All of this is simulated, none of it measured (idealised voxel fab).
Module name: voxel released beams (process module)
This is section cut - it's 205 nm across, gridded in 5 nm square cells.
Notation: cross-section as square-cell grid; stated in bands, top first, going down; one or more cell rows per band.
Heights first: top, then bottom, in nm. Then materials, left to right, each with a width in nm. "throughout" on a single material: fills the band edge to edge. "air": empty space.
Heights are reckoned from 0. Under this level, the received wafer is all of one material. The bottommost band is open-ended downward, for example "z 0 and below".
It should be noted that a width expressed as "30..40" varies in equal increments from row to row of cells within the band, taking the value of the first number at the top row and that of the second number at the bottom row.
Step marked "no modification"? Then no cell in the cross-section changed in it.
"Enclosed voids" enumerates empty spaces isolated from the top, with no open way to it, that contain at least 8 cells, giving each as width x height at distance from the left edge, all three in nm.
Read whatever lies past the settings on a step's line as the simulator's own remark about the step.
Regarding "overlay nm": on a step with a mask, it is the distance the mask lay to the right of its planned place; a negative value places it to the left.
Planned process steps
1,RECEIVE | material Si
2,CONFORMAL_DEP | material SiN | thk nm 5
3,DIRECTIONAL_DEP | material SiO2 | thk nm 20
4,MASKED_ETCH | tone open | mask id ANCHOR | width nm 25 | etch materials SiO2 | depth nm 20 | overlay nm 0
5,CONFORMAL_DEP | material polySi | thk nm 10
6,PATTERN | tone cover | mask id BEAM | material resist | width nm 80 | thk nm 20 | overlay nm 0
7,DIRECTIONAL_ETCH | etch materials polySi | depth nm 10
8,STRIP | etch materials resist
9,STRIP | etch materials SiO2
Here's what the wafer looked like in cross-section when it arrived - that's after step 1
    z 0 and below | Si throughout
    Enclosed voids: none
Figure: cross-sectional view of the wafer upon completion of the module, processed from the initial state and according to the plan depicted above, with one error introduced during execution
    z 35 to 25 | 60 nm air; 80 nm polySi; 65 nm air
    z 25 to 5 | 70 nm air; 15 nm polySi; 120 nm air
    z 5 to 0 | SiN throughout
    z 0 and below | Si throughout
    Enclosed voids: none
It is concluded that the wafer was processed incorrectly with respect to the plan, in that planned and actual differ for step 4; actual: MASKED_ETCH | tone open | mask id ANCHOR | width nm 15 | etch materials SiO2 | depth nm 20 | overlay nm 0
